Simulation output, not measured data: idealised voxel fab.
process module | voxel gate over fins
cross-section cut | 240 nm wide | cells 5 nm
A cross-section is a grid of square cells, given in bands from the top down. A band is one or more rows of cells.
Each band's line starts with the height of the band's top and of its bottom, in nm. Then come its materials from left to right, each with its width in nm. One material with "throughout" fills the band from edge to edge. "air" is empty space.
Height 0 is the level under which the wafer as received is all one material. The lowest band goes on downwards, as in "0 down".
A width such as "30 to 40" changes by the same amount from each row of cells to the next, from the band's top row to its bottom row.
"no change" after a step means that no cell of the cross-section changed.
closed voids: empty space of 8 cells or more with no open way to the top, each as width x height at its distance from the left edge, in nm
after a step's settings: what the simulator itself notes on the step
overlay nm, on a step with a mask: how far to the right of its planned place the mask lay; to the left if negative
plan
1 op RECEIVE | material Si
2 op CONFORMAL_DEP | material SiN | thk nm 10
3 op PATTERN | tone cover | mask id FINS | material resist | width nm 15 | pitch nm 60 | thk nm 20 | overlay nm 0
4 op DIRECTIONAL_ETCH | etch materials SiN | depth nm 10
5 op DIRECTIONAL_ETCH | etch materials Si | depth nm 40
6 op STRIP | etch materials resist
7 op OXIDIZE | depth nm 5
8 op FILL_DEP | material SiO2 | thk nm 15
9 op CMP | height nm 10
10 op PATTERN | tone open | mask id RAIL | material resist | width nm 15 | thk nm 15 | overlay nm 0
11 op DIRECTIONAL_ETCH | etch materials SiO2 | depth nm 45
12 op STRIP | etch materials resist
13 op CONFORMAL_DEP | material TiN | thk nm 5
14 op FILL_DEP | material Ru | thk nm 10
15 op CMP | height nm 10
16 op SELECTIVE_ETCH | etch materials W Ru TiN | depth nm 30
17 op FILL_DEP | material SiO2 | thk nm 5
18 op CMP | height nm 10
19 op SELECTIVE_ETCH | etch materials SiO2 | depth nm 20
20 op STRIP | etch materials SiN
21 op CONFORMAL_DEP | material HfO2 | thk nm 5
22 op CONFORMAL_DEP | material TiN | thk nm 5
23 op CONFORMAL_DEP | material TiAl | thk nm 5
24 op CONFORMAL_DEP | material TiN | thk nm 5
25 op FILL_DEP | material W | thk nm 15
26 op CMP | height nm 30
27 op CONFORMAL_DEP | material SiN | thk nm 5
first wafer, as planned
as received, after step 1
  0 down: Si throughout
  closed voids: none
after step 2
  10 to 0: SiN throughout
  below 0: unchanged
after step 3
  30 to 10: air 50 | resist 15 | air 45 | resist 15 | air 45 | resist 15 | air 55
  below 10: unchanged
after step 4
  30 to 10: air 50 | resist 15 | air 45 | resist 15 | air 45 | resist 15 | air 55
  10 to 0: air 50 | SiN 15 | air 45 | SiN 15 | air 45 | SiN 15 | air 55
  below 0: unchanged
after step 5
  30 to 10: air 50 | resist 15 | air 45 | resist 15 | air 45 | resist 15 | air 55
  10 to 0: air 50 | SiN 15 | air 45 | SiN 15 | air 45 | SiN 15 | air 55
  0 to -40: air 50 | Si 15 | air 45 | Si 15 | air 45 | Si 15 | air 55
  below -40: unchanged
after step 6
  10 to 0: air 50 | SiN 15 | air 45 | SiN 15 | air 45 | SiN 15 | air 55
  below 0: unchanged
after step 7
  10 to 0: air 50 | SiN 15 | air 45 | SiN 15 | air 45 | SiN 15 | air 55
  0 to -40: air 50 | SiO2 5 | Si 5 | SiO2 5 | air 45 | SiO2 5 | Si 5 | SiO2 5 | air 45 | SiO2 5 | Si 5 | SiO2 5 | air 55
  -40 to -45: SiO2 55 | Si 5 | SiO2 55 | Si 5 | SiO2 55 | Si 5 | SiO2 60
  below -45: unchanged
after step 8
  25 to 10: SiO2 throughout
  10 to 0: SiO2 50 | SiN 15 | SiO2 45 | SiN 15 | SiO2 45 | SiN 15 | SiO2 55
  0 to -45: SiO2 55 | Si 5 | SiO2 55 | Si 5 | SiO2 55 | Si 5 | SiO2 60
  below -45: unchanged
after step 9
  10 to 0: SiO2 50 | SiN 15 | SiO2 45 | SiN 15 | SiO2 45 | SiN 15 | SiO2 55
  below 0: unchanged
after step 10
  25 to 10: resist 80 | air 15 | resist 145
  below 10: unchanged
after step 11
  25 to 10: resist 80 | air 15 | resist 145
  10 to 0: SiO2 50 | SiN 15 | SiO2 15 | air 15 | SiO2 15 | SiN 15 | SiO2 45 | SiN 15 | SiO2 55
  0 to -35: SiO2 55 | Si 5 | SiO2 20 | air 15 | SiO2 20 | Si 5 | SiO2 55 | Si 5 | SiO2 60
  below -35: unchanged
after step 12
  10 to 0: SiO2 50 | SiN 15 | SiO2 15 | air 15 | SiO2 15 | SiN 15 | SiO2 45 | SiN 15 | SiO2 55
  below 0: unchanged
after step 13
  15 to 10: TiN 85 | air 5 | TiN 150
  10 to 0: SiO2 50 | SiN 15 | SiO2 15 | TiN 5 | air 5 | TiN 5 | SiO2 15 | SiN 15 | SiO2 45 | SiN 15 | SiO2 55
  0 to -30: SiO2 55 | Si 5 | SiO2 20 | TiN 5 | air 5 | TiN 5 | SiO2 20 | Si 5 | SiO2 55 | Si 5 | SiO2 60
  -30 to -35: SiO2 55 | Si 5 | SiO2 20 | TiN 15 | SiO2 20 | Si 5 | SiO2 55 | Si 5 | SiO2 60
  below -35: unchanged
after step 14
  25 to 15: Ru throughout
  15 to 10: TiN 85 | Ru 5 | TiN 150
  10 to 0: SiO2 50 | SiN 15 | SiO2 15 | TiN 5 | Ru 5 | TiN 5 | SiO2 15 | SiN 15 | SiO2 45 | SiN 15 | SiO2 55
  0 to -30: SiO2 55 | Si 5 | SiO2 20 | TiN 5 | Ru 5 | TiN 5 | SiO2 20 | Si 5 | SiO2 55 | Si 5 | SiO2 60
  below -30: unchanged
after step 15
  10 to 0: SiO2 50 | SiN 15 | SiO2 15 | TiN 5 | Ru 5 | TiN 5 | SiO2 15 | SiN 15 | SiO2 45 | SiN 15 | SiO2 55
  below 0: unchanged
after step 16
  10 to 0: SiO2 50 | SiN 15 | SiO2 15 | air 15 | SiO2 15 | SiN 15 | SiO2 45 | SiN 15 | SiO2 55
  0 to -20: SiO2 55 | Si 5 | SiO2 20 | air 15 | SiO2 20 | Si 5 | SiO2 55 | Si 5 | SiO2 60
  below -20: unchanged
after step 17
  15 to 10: SiO2 throughout
  10 to 0: SiO2 50 | SiN 15 | SiO2 45 | SiN 15 | SiO2 45 | SiN 15 | SiO2 55
  0 to -20: SiO2 55 | Si 5 | SiO2 55 | Si 5 | SiO2 55 | Si 5 | SiO2 60
  below -20: unchanged
after step 18
  10 to 0: SiO2 50 | SiN 15 | SiO2 45 | SiN 15 | SiO2 45 | SiN 15 | SiO2 55
  below 0: unchanged
after step 19
  10 to 0: air 50 | SiN 15 | air 45 | SiN 15 | air 45 | SiN 15 | air 55
  0 to -10: air 55 | Si 5 | air 55 | Si 5 | air 55 | Si 5 | air 60
  below -10: unchanged
after step 20
  0 to -10: air 55 | Si 5 | air 55 | Si 5 | air 55 | Si 5 | air 60
  below -10: unchanged
after step 21
  5 to 0: air 50 | HfO2 15 | air 45 | HfO2 15 | air 45 | HfO2 15 | air 55
  0 to -5: air 50 | HfO2 5 | Si 5 | HfO2 5 | air 45 | HfO2 5 | Si 5 | HfO2 5 | air 45 | HfO2 5 | Si 5 | HfO2 5 | air 55
  -5 to -10: HfO2 55 | Si 5 | HfO2 55 | Si 5 | HfO2 55 | Si 5 | HfO2 60
  below -10: unchanged
after step 22
  10 to 5: air 45 | TiN 25 | air 35 | TiN 25 | air 35 | TiN 25 | air 50
  5 to 0: air 45 | TiN 5 | HfO2 15 | TiN 5 | air 35 | TiN 5 | HfO2 15 | TiN 5 | air 35 | TiN 5 | HfO2 15 | TiN 5 | air 50
  0 to -5: TiN 50 | HfO2 5 | Si 5 | HfO2 5 | TiN 45 | HfO2 5 | Si 5 | HfO2 5 | TiN 45 | HfO2 5 | Si 5 | HfO2 5 | TiN 55
  below -5: unchanged
after step 23
  15 to 10: air 40 | TiAl 35 | air 25 | TiAl 35 | air 25 | TiAl 35 | air 45
  10 to 5: air 40 | TiAl 5 | TiN 25 | TiAl 5 | air 25 | TiAl 5 | TiN 25 | TiAl 5 | air 25 | TiAl 5 | TiN 25 | TiAl 5 | air 45
  5 to 0: TiAl 45 | TiN 5 | HfO2 15 | TiN 5 | TiAl 35 | TiN 5 | HfO2 15 | TiN 5 | TiAl 35 | TiN 5 | HfO2 15 | TiN 5 | TiAl 50
  below 0: unchanged
after step 24
  20 to 15: air 35 | TiN 45 | air 15 | TiN 45 | air 15 | TiN 45 | air 40
  15 to 10: air 35 | TiN 5 | TiAl 35 | TiN 5 | air 15 | TiN 5 | TiAl 35 | TiN 5 | air 15 | TiN 5 | TiAl 35 | TiN 5 | air 40
  10 to 5: TiN 40 | TiAl 5 | TiN 25 | TiAl 5 | TiN 25 | TiAl 5 | TiN 25 | TiAl 5 | TiN 25 | TiAl 5 | TiN 25 | TiAl 5 | TiN 45
  below 5: unchanged
after step 25
  35 to 20: W throughout
  20 to 15: W 35 | TiN 45 | W 15 | TiN 45 | W 15 | TiN 45 | W 40
  15 to 10: W 35 | TiN 5 | TiAl 35 | TiN 5 | W 15 | TiN 5 | TiAl 35 | TiN 5 | W 15 | TiN 5 | TiAl 35 | TiN 5 | W 40
  below 10: unchanged
after step 26
  30 to 20: W throughout
  below 20: unchanged
after step 27
  35 to 30: SiN throughout
  below 30: unchanged
second wafer: like start, like plan, one mistake. Through step 18 it matches the first wafer
when step 19 should have ended
  10 to 0: air 50 | SiN 15 | air 45 | SiN 15 | air 45 | SiN 15 | air 55
  0 to -20: air 55 | Si 5 | air 55 | Si 5 | air 55 | Si 5 | air 60
  -20 to -30: air 55 | Si 5 | air 20 | TiN 5 | Ru 5 | TiN 5 | air 20 | Si 5 | air 55 | Si 5 | air 60
  below -30: unchanged
when step 20 should have ended
  0 to -20: air 55 | Si 5 | air 55 | Si 5 | air 55 | Si 5 | air 60
  below -20: unchanged
when step 21 should have ended
  5 to 0: air 50 | HfO2 15 | air 45 | HfO2 15 | air 45 | HfO2 15 | air 55
  0 to -15: air 50 | HfO2 5 | Si 5 | HfO2 5 | air 45 | HfO2 5 | Si 5 | HfO2 5 | air 45 | HfO2 5 | Si 5 | HfO2 5 | air 55
  -15 to -20: air 50 | HfO2 5 | Si 5 | HfO2 5 | air 10 | HfO2 25 | air 10 | HfO2 5 | Si 5 | HfO2 5 | air 45 | HfO2 5 | Si 5 | HfO2 5 | air 55
  -20 to -25: air 50 | HfO2 5 | Si 5 | HfO2 5 | air 10 | HfO2 5 | TiN 5 | Ru 5 | TiN 5 | HfO2 5 | air 10 | HfO2 5 | Si 5 | HfO2 5 | air 45 | HfO2 5 | Si 5 | HfO2 5 | air 55
  -25 to -30: HfO2 55 | Si 5 | HfO2 20 | TiN 5 | Ru 5 | TiN 5 | HfO2 20 | Si 5 | HfO2 55 | Si 5 | HfO2 60
  below -30: unchanged
when step 22 should have ended
  10 to 5: air 45 | TiN 25 | air 35 | TiN 25 | air 35 | TiN 25 | air 50
  5 to 0: air 45 | TiN 5 | HfO2 15 | TiN 5 | air 35 | TiN 5 | HfO2 15 | TiN 5 | air 35 | TiN 5 | HfO2 15 | TiN 5 | air 50
  0 to -10: air 45 | TiN 5 | HfO2 5 | Si 5 | HfO2 5 | TiN 5 | air 35 | TiN 5 | HfO2 5 | Si 5 | HfO2 5 | TiN 5 | air 35 | TiN 5 | HfO2 5 | Si 5 | HfO2 5 | TiN 5 | air 50
  -10 to -15: air 45 | TiN 5 | HfO2 5 | Si 5 | HfO2 5 | TiN 45 | HfO2 5 | Si 5 | HfO2 5 | TiN 5 | air 35 | TiN 5 | HfO2 5 | Si 5 | HfO2 5 | TiN 5 | air 50
  -15 to -20: air 45 | TiN 5 | HfO2 5 | Si 5 | HfO2 5 | TiN 10 | HfO2 25 | TiN 10 | HfO2 5 | Si 5 | HfO2 5 | TiN 5 | air 35 | TiN 5 | HfO2 5 | Si 5 | HfO2 5 | TiN 5 | air 50
  -20 to -25: TiN 50 | HfO2 5 | Si 5 | HfO2 5 | TiN 10 | HfO2 5 | TiN 5 | Ru 5 | TiN 5 | HfO2 5 | TiN 10 | HfO2 5 | Si 5 | HfO2 5 | TiN 45 | HfO2 5 | Si 5 | HfO2 5 | TiN 55
  below -25: unchanged
when step 23 should have ended
  15 to 10: air 40 | TiAl 35 | air 25 | TiAl 35 | air 25 | TiAl 35 | air 45
  10 to 5: air 40 | TiAl 5 | TiN 25 | TiAl 5 | air 25 | TiAl 5 | TiN 25 | TiAl 5 | air 25 | TiAl 5 | TiN 25 | TiAl 5 | air 45
  5 to 0: air 40 | TiAl 5 | TiN 5 | HfO2 15 | TiN 5 | TiAl 5 | air 25 | TiAl 5 | TiN 5 | HfO2 15 | TiN 5 | TiAl 5 | air 25 | TiAl 5 | TiN 5 | HfO2 15 | TiN 5 | TiAl 5 | air 45
  0 to -5: air 40 | TiAl 5 | TiN 5 | HfO2 5 | Si 5 | HfO2 5 | TiN 5 | TiAl 5 | air 25 | TiAl 5 | TiN 5 | HfO2 5 | Si 5 | HfO2 5 | TiN 5 | TiAl 5 | air 25 | TiAl 5 | TiN 5 | HfO2 5 | Si 5 | HfO2 5 | TiN 5 | TiAl 5 | air 45
  -5 to -10: air 40 | TiAl 5 | TiN 5 | HfO2 5 | Si 5 | HfO2 5 | TiN 5 | TiAl 35 | TiN 5 | HfO2 5 | Si 5 | HfO2 5 | TiN 5 | TiAl 5 | air 25 | TiAl 5 | TiN 5 | HfO2 5 | Si 5 | HfO2 5 | TiN 5 | TiAl 5 | air 45
  -10 to -15: air 40 | TiAl 5 | TiN 5 | HfO2 5 | Si 5 | HfO2 5 | TiN 45 | HfO2 5 | Si 5 | HfO2 5 | TiN 5 | TiAl 5 | air 25 | TiAl 5 | TiN 5 | HfO2 5 | Si 5 | HfO2 5 | TiN 5 | TiAl 5 | air 45
  -15 to -20: TiAl 45 | TiN 5 | HfO2 5 | Si 5 | HfO2 5 | TiN 10 | HfO2 25 | TiN 10 | HfO2 5 | Si 5 | HfO2 5 | TiN 5 | TiAl 35 | TiN 5 | HfO2 5 | Si 5 | HfO2 5 | TiN 5 | TiAl 50
  below -20: unchanged
when step 24 should have ended
  20 to 15: air 35 | TiN 45 | air 15 | TiN 45 | air 15 | TiN 45 | air 40
  15 to 10: air 35 | TiN 5 | TiAl 35 | TiN 5 | air 15 | TiN 5 | TiAl 35 | TiN 5 | air 15 | TiN 5 | TiAl 35 | TiN 5 | air 40
  10 to 5: air 35 | TiN 5 | TiAl 5 | TiN 25 | TiAl 5 | TiN 5 | air 15 | TiN 5 | TiAl 5 | TiN 25 | TiAl 5 | TiN 5 | air 15 | TiN 5 | TiAl 5 | TiN 25 | TiAl 5 | TiN 5 | air 40
  5 to 0: air 35 | TiN 5 | TiAl 5 | TiN 5 | HfO2 15 | TiN 5 | TiAl 5 | TiN 5 | air 15 | TiN 5 | TiAl 5 | TiN 5 | HfO2 15 | TiN 5 | TiAl 5 | TiN 5 | air 15 | TiN 5 | TiAl 5 | TiN 5 | HfO2 15 | TiN 5 | TiAl 5 | TiN 5 | air 40
  0 to -5: air 35 | TiN 5 | TiAl 5 | TiN 5 | HfO2 5 | Si 5 | HfO2 5 | TiN 5 | TiAl 5 | TiN 25 | TiAl 5 | TiN 5 | HfO2 5 | Si 5 | HfO2 5 | TiN 5 | TiAl 5 | TiN 5 | air 15 | TiN 5 | TiAl 5 | TiN 5 | HfO2 5 | Si 5 | HfO2 5 | TiN 5 | TiAl 5 | TiN 5 | air 40
  -5 to -10: air 35 | TiN 5 | TiAl 5 | TiN 5 | HfO2 5 | Si 5 | HfO2 5 | TiN 5 | TiAl 35 | TiN 5 | HfO2 5 | Si 5 | HfO2 5 | TiN 5 | TiAl 5 | TiN 5 | air 15 | TiN 5 | TiAl 5 | TiN 5 | HfO2 5 | Si 5 | HfO2 5 | TiN 5 | TiAl 5 | TiN 5 | air 40
  -10 to -15: TiN 40 | TiAl 5 | TiN 5 | HfO2 5 | Si 5 | HfO2 5 | TiN 45 | HfO2 5 | Si 5 | HfO2 5 | TiN 5 | TiAl 5 | TiN 25 | TiAl 5 | TiN 5 | HfO2 5 | Si 5 | HfO2 5 | TiN 5 | TiAl 5 | TiN 45
  below -15: unchanged
when step 25 should have ended
  35 to 20: W throughout
  20 to 15: W 35 | TiN 45 | W 15 | TiN 45 | W 15 | TiN 45 | W 40
  15 to 10: W 35 | TiN 5 | TiAl 35 | TiN 5 | W 15 | TiN 5 | TiAl 35 | TiN 5 | W 15 | TiN 5 | TiAl 35 | TiN 5 | W 40
  10 to 5: W 35 | TiN 5 | TiAl 5 | TiN 25 | TiAl 5 | TiN 5 | W 15 | TiN 5 | TiAl 5 | TiN 25 | TiAl 5 | TiN 5 | W 15 | TiN 5 | TiAl 5 | TiN 25 | TiAl 5 | TiN 5 | W 40
  5 to 0: W 35 | TiN 5 | TiAl 5 | TiN 5 | HfO2 15 | TiN 5 | TiAl 5 | TiN 5 | W 15 | TiN 5 | TiAl 5 | TiN 5 | HfO2 15 | TiN 5 | TiAl 5 | TiN 5 | W 15 | TiN 5 | TiAl 5 | TiN 5 | HfO2 15 | TiN 5 | TiAl 5 | TiN 5 | W 40
  0 to -5: W 35 | TiN 5 | TiAl 5 | TiN 5 | HfO2 5 | Si 5 | HfO2 5 | TiN 5 | TiAl 5 | TiN 25 | TiAl 5 | TiN 5 | HfO2 5 | Si 5 | HfO2 5 | TiN 5 | TiAl 5 | TiN 5 | W 15 | TiN 5 | TiAl 5 | TiN 5 | HfO2 5 | Si 5 | HfO2 5 | TiN 5 | TiAl 5 | TiN 5 | W 40
  -5 to -10: W 35 | TiN 5 | TiAl 5 | TiN 5 | HfO2 5 | Si 5 | HfO2 5 | TiN 5 | TiAl 35 | TiN 5 | HfO2 5 | Si 5 | HfO2 5 | TiN 5 | TiAl 5 | TiN 5 | W 15 | TiN 5 | TiAl 5 | TiN 5 | HfO2 5 | Si 5 | HfO2 5 | TiN 5 | TiAl 5 | TiN 5 | W 40
  below -10: unchanged
when step 26 should have ended
  30 to 20: W throughout
  below 20: unchanged
when step 27 should have ended
  35 to 30: SiN throughout
  below 30: unchanged
what went wrong: step 19 was run twice
at the end the second wafer has, in cells: 28 more of HfO2 | 174 fewer of SiO2 | 20 more of TiAl | 48 more of TiN | 78 more of W
